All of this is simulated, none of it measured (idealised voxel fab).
Process module under the name voxel transistor to metal
Pictured: cross-section cut, 200 nm wide, on a grid of 5 nm square cells.
Cross-sections here: square-cell grids, written as top-down lists of bands, a band being one or more rows of cells.
Within each band entry, the heights of the top and of the bottom of the band appear first, in that order and in nm; the materials of the band then follow from left to right, each with its corresponding width in nm. The designation "everywhere" on a single material indicates that it fills the band from edge to edge; the designation "empty" indicates empty space.
Below 0: as-received wafer, all one material; heights counted from there. Lowest band: no bottom, goes on down, written "0 down".
The width entry "30->40" should be interpreted row by row: the top row of cells in the band takes the first number, the bottom row takes the second number, and the change between adjacent rows is uniform throughout.
Key: "everything unchanged" - step with no changed cell in the cross-section.
Reported under the label "Cavities, closed" are the empty spaces having no open way to the top and comprising 8 cells or more; the notation for each is width x height at distance, in which the distance is measured from the left edge and all three values are in nm.
Read whatever lies past the settings on a step's line as the simulator's own remark about the step.
The optional step-line setting "overlay nm" applies to steps with a mask and quantifies how far to the right of its planned location the mask lay, a negative value indicating leftward placement.
### List of planned process steps
1,op RECEIVE | material Si
2,op CONFORMAL_DEP | material SiO2 | thk nm 5
3,op CONFORMAL_DEP | material SiN | thk nm 15
4,op MASKED_ETCH | tone cover | mask id ACTIVE | width nm 115 | etch materials SiN | depth nm 15 | overlay nm 0
5,op MASKED_ETCH | tone cover | mask id ACTIVE | width nm 115 | etch materials SiO2 | depth nm 5 | overlay nm 0
6,op MASKED_ETCH | tone cover | mask id ACTIVE | width nm 115 | etch materials Si | depth nm 20 | overlay nm 0
7,op FILL_DEP | material SiO2 | thk nm 15
8,op CMP | height nm 20
9,op SELECTIVE_ETCH | etch materials SiO2 | depth nm 10
10,op STRIP | etch materials SiN
11,op SELECTIVE_ETCH | etch materials SiO2 | depth nm 5
12,op OXIDIZE | depth nm 5
13,op DIRECTIONAL_DEP | material polySi | thk nm 25
14,op DIRECTIONAL_DEP | material SiCN | thk nm 10
15,op MASKED_ETCH | tone cover | mask id GATE | width nm 25 | etch materials SiCN | depth nm 20 | overlay nm 0
16,op MASKED_ETCH | tone cover | mask id GATE | width nm 25 | etch materials polySi | depth nm 35 | overlay nm 0
17,op CONFORMAL_DEP | material SiN | thk nm 10
18,op DIRECTIONAL_ETCH | etch materials SiN | depth nm 10
19,op DIRECTIONAL_ETCH | etch materials SiO2 | depth nm 5
20,op EPI | material SiGe | thk nm 5
21,op FILL_DEP | material SiO2 | thk nm 5
22,op CMP | height nm 35
23,op DIRECTIONAL_DEP | material SiO2 | thk nm 10
24,op PATTERN | tone open | mask id CONTACT | material resist | width nm 20 | pitch nm 85 | thk nm 15 | overlay nm 0
25,op DIRECTIONAL_ETCH | etch materials SiO2 | depth nm 45
26,op STRIP | etch materials resist
27,op CONFORMAL_DEP | material TiN | thk nm 5
28,op FILL_DEP | material W | thk nm 10
29,op CMP | height nm 45
30,op DIRECTIONAL_DEP | material TiN | thk nm 5
31,op DIRECTIONAL_DEP | material Ru | thk nm 20
32,op DIRECTIONAL_DEP | material aC | thk nm 10
33,op PATTERN | tone cover | mask id METAL_1 | material resist | width nm 20 | pitch nm 85 | thk nm 25 | overlay nm 0
34,op DIRECTIONAL_ETCH | etch materials aC | depth nm 10
35,op STRIP | etch materials resist
36,op DIRECTIONAL_ETCH | etch materials Ru | depth nm 20
37,op DIRECTIONAL_ETCH | etch materials TiN | depth nm 5
38,op STRIP | etch materials aC
39,op CONFORMAL_DEP | material SiN | thk nm 5
40,op FILL_DEP | material SiO2 | thk nm 5
41,op CMP | height nm 70
42,op CONFORMAL_DEP | material SiCN | thk nm 5
### Wafer at receipt (post step 1), cross-section
0 down | Si everywhere
Cavities, closed: none
### Cross-sectional view of the first of the two wafers upon completion of the module, processed in accordance with the plan
75 to 70 | SiCN everywhere
70 to 50 | 40 SiO2  5 SiN  20 Ru  5 SiN  55 SiO2  5 SiN  20 Ru  5 SiN  45 SiO2
50 to 45 | 45 SiN  20 TiN  65 SiN  20 TiN  50 SiN
45 to 35 | 45 SiO2  5 TiN  10 W  5 TiN  65 SiO2  5 TiN  10 W  5 TiN  50 SiO2
35 to 25 | 45 SiO2  5 TiN  10 W  5 TiN  10 SiO2  10 SiN  25 SiCN  10 SiN  10 SiO2  5 TiN  10 W  5 TiN  50 SiO2
25 to 5 | 45 SiO2  5 TiN  10 W  5 TiN  10 SiO2  10 SiN  25 polySi  10 SiN  10 SiO2  5 TiN  10 W  5 TiN  50 SiO2
5 to 0 | 35 SiO2  10 SiN  20 TiN  10 SiO2  10 SiN  25 polySi  10 SiN  10 SiO2  20 TiN  10 SiN  40 SiO2
0 to -5 | 45 SiO2  30 SiGe  45 SiO2  30 SiGe  50 SiO2
-5 to -20 | 40 SiO2  115 Si  45 SiO2
-20 down | Si everywhere
Cavities, closed: none
### Second wafer cross-section at end of module - shared start and plan with the first, one mistake in the run
75 to 70 | SiCN everywhere
70 to 50 | 40 SiO2  5 SiN  20 Ru  5 SiN  55 SiO2  5 SiN  20 Ru  5 SiN  45 SiO2
50 to 45 | 45 SiN  20 TiN  65 SiN  20 TiN  50 SiN
45 to 35 | 45 SiO2  5 TiN  10 W  5 TiN  65 SiO2  5 TiN  10 W  5 TiN  50 SiO2
35 to 25 | 45 SiO2  5 TiN  10 W  5 TiN  15 SiO2  10 SiN  15 SiCN  10 SiN  15 SiO2  5 TiN  10 W  5 TiN  50 SiO2
25 to 5 | 45 SiO2  5 TiN  10 W  5 TiN  10 SiO2  10 SiN  25 polySi  10 SiN  10 SiO2  5 TiN  10 W  5 TiN  50 SiO2
5 to 0 | 35 SiO2  10 SiN  20 TiN  10 SiO2  10 SiN  25 polySi  10 SiN  10 SiO2  20 TiN  10 SiN  40 SiO2
0 to -5 | 45 SiO2  30 SiGe  45 SiO2  30 SiGe  50 SiO2
-5 to -20 | 40 SiO2  115 Si  45 SiO2
-20 down | Si everywhere
Cavities, closed: none
Deviation noted in wafer processing: step 15 went in with a setting other than planned; the actual run was op MASKED_ETCH | tone cover | mask id GATE | width nm 15 | etch materials SiCN | depth nm 20 | overlay nm 0
Wafer comparison, final, in cells, second relative to first, materials more or fewer: SiCN: 4 fewer; SiO2: 4 more
